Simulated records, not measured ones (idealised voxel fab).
The document below concerns the process module designated voxel wiring stack.
Xsec cut, 195 nm wide, square cell size 5 nm.
In what follows, cross-sections appear as grids of square cells, described through bands that run from the top down, where every band is one or more rows of cells. Read a band's entry like this: the first values are the height of its top and the height of its bottom in nm, and what follows is the sequence of materials from left to right, each with its width in nm. Note that "empty" is empty space, and that a single material marked "everywhere" reaches across the band from edge to edge. The level at which height equals 0 is the one under which the wafer, as it arrives, is entirely one material. No lower edge exists for the bottom band, which continues downward and is notated as in "top 0, no bottom". So if you see something like "30 to 40" for the width, read it as the top row of the band sitting at the first number and the bottom row at the second, with every row in between moving by the same amount as the last. Take "no modifications" at face value: in the step it is given for, the cross-section changed in none of its cells. Listed in "Sealed void listing": every empty space of 8 or more cells without an open way to the top. Form: width x height at distance, the distance being from the left edge, all in nm. Read whatever lies past the settings on a step's line as the simulator's own remark about the step. overlay nm, on a step with a mask: how far to the right of its planned place the mask lay; to the left if negative.

Steps planned for the process:
| 1 | RECEIVE [material Si] |
| 2 | CONFORMAL_DEP [material SiO2] [thk nm 15] |
| 3 | CONFORMAL_DEP [material SiN] [thk nm 5] |
| 4 | DIRECTIONAL_DEP [material lowk] [thk nm 25] |
| 5 | PATTERN [tone open] [mask id METAL_1] [material resist] [width nm 25] [pitch nm 45] [thk nm 20] [overlay nm 0] |
| 6 | DIRECTIONAL_ETCH [etch materials lowk] [depth nm 25] |
| 7 | DIRECTIONAL_ETCH [etch materials SiN] [depth nm 5] |
| 8 | STRIP [etch materials resist] |
| 9 | CONFORMAL_DEP [material TiN] [thk nm 5] |
| 10 | FILL_DEP [material Cu] [thk nm 5] |
| 11 | CMP [height nm 45] |
| 12 | CONFORMAL_DEP [material SiCN] [thk nm 5] |
| 13 | DIRECTIONAL_DEP [material SiO2] [thk nm 10] |
| 14 | MASKED_ETCH [tone open] [mask id PLUG_1] [width nm 15] [pitch nm 90] [etch materials SiO2] [depth nm 10] [overlay nm 0] |
| 15 | MASKED_ETCH [tone open] [mask id PLUG_1] [width nm 15] [pitch nm 90] [etch materials SiCN] [depth nm 5] [overlay nm 0] |
| 16 | EPI [material Ru] [thk nm 10] |
| 17 | EPI [material Ru] [thk nm 5] |
| 18 | CONFORMAL_DEP [material SiN] [thk nm 5] |
| 19 | DIRECTIONAL_DEP [material lowk] [thk nm 15] |
| 20 | PATTERN [tone open] [mask id METAL_2] [material resist] [width nm 25] [pitch nm 45] [thk nm 15] [overlay nm 0] |
| 21 | DIRECTIONAL_ETCH [etch materials lowk] [depth nm 15] |
| 22 | DIRECTIONAL_ETCH [etch materials SiN] [depth nm 5] |
| 23 | STRIP [etch materials resist] |
| 24 | CONFORMAL_DEP [material TiN] [thk nm 5] |
| 25 | FILL_DEP [material Cu] [thk nm 5] |
| 26 | CMP [height nm 80] |
| 27 | CONFORMAL_DEP [material SiCN] [thk nm 5] |
Keep in mind the plan's value for the overlay nm of step 15 comes from the first wafer; the wafers don't share that setting, but they do share the same starting point.

The first of several wafers as received, shown in cross-section; this is its state after step 1:
- top 0, no bottom = Si everywhere
- Sealed void listing: none

First wafer of several, cross-section, module end, after step 27 (last):
- top 85, bottom 80 = SiCN everywhere
- top 80, bottom 65 = 15 lowk; 5 TiN; 15 Cu; 5 TiN; 20 lowk; 5 TiN; 15 Cu; 5 TiN; 20 lowk; 5 TiN; 15 Cu; 5 TiN; 20 lowk; 5 TiN; 15 Cu; 5 TiN; 20 lowk
- top 65, bottom 60 = 15 SiN; 25 TiN; 20 SiN; 25 TiN; 20 SiN; 25 TiN; 20 SiN; 25 TiN; 20 SiN
- top 60, bottom 50 = 15 SiO2; 15 Ru; 75 SiO2; 15 Ru; 75 SiO2
- top 50, bottom 45 = 15 SiCN; 15 Ru; 75 SiCN; 15 Ru; 75 SiCN
- top 45, bottom 20 = 15 lowk; 5 TiN; 15 Cu; 5 TiN; 20 lowk; 5 TiN; 15 Cu; 5 TiN; 20 lowk; 5 TiN; 15 Cu; 5 TiN; 20 lowk; 5 TiN; 15 Cu; 5 TiN; 20 lowk
- top 20, bottom 15 = 15 SiN; 25 TiN; 20 SiN; 25 TiN; 20 SiN; 25 TiN; 20 SiN; 25 TiN; 20 SiN
- top 15, bottom 0 = SiO2 everywhere
- top 0, no bottom = Si everywhere
- Sealed void listing: none

End of module, last wafer sectioned:
- top 85, bottom 80 = SiCN everywhere
- top 80, bottom 65 = 15 lowk; 5 TiN; 15 Cu; 5 TiN; 20 lowk; 5 TiN; 15 Cu; 5 TiN; 20 lowk; 5 TiN; 15 Cu; 5 TiN; 20 lowk; 5 TiN; 15 Cu; 5 TiN; 20 lowk
- top 65, bottom 60 = 15 SiN; 25 TiN; 20 SiN; 25 TiN; 20 SiN; 25 TiN; 20 SiN; 25 TiN; 20 SiN
- top 60, bottom 50 = 15 SiO2; 5 SiN; 5 TiN; 5 SiN; 75 SiO2; 5 SiN; 5 TiN; 5 SiN; 75 SiO2
- top 50, bottom 45 = SiCN everywhere
- top 45, bottom 20 = 15 lowk; 5 TiN; 15 Cu; 5 TiN; 20 lowk; 5 TiN; 15 Cu; 5 TiN; 20 lowk; 5 TiN; 15 Cu; 5 TiN; 20 lowk; 5 TiN; 15 Cu; 5 TiN; 20 lowk
- top 20, bottom 15 = 15 SiN; 25 TiN; 20 SiN; 25 TiN; 20 SiN; 25 TiN; 20 SiN; 25 TiN; 20 SiN
- top 15, bottom 0 = SiO2 everywhere
- top 0, no bottom = Si everywhere
- Sealed void listing: none

Table: wafers, a row each; end-of-module cell change per material since receipt, gain (+), loss (-); then closed voids:
overlay nm 0, +96 Cu, +18 Ru, +72 SiCN, +38 SiN, +183 SiO2, +104 TiN, +152 lowk, Sealed void listing: none
overlay nm 5, +96 Cu, +16 Ru, +74 SiCN, +38 SiN, +183 SiO2, +104 TiN, +152 lowk, Sealed void listing: none
overlay nm 10, +96 Cu, +14 Ru, +76 SiCN, +38 SiN, +183 SiO2, +104 TiN, +152 lowk, Sealed void listing: none
overlay nm 15, +96 Cu, +78 SiCN, +46 SiN, +183 SiO2, +108 TiN, +152 lowk, Sealed void listing: none
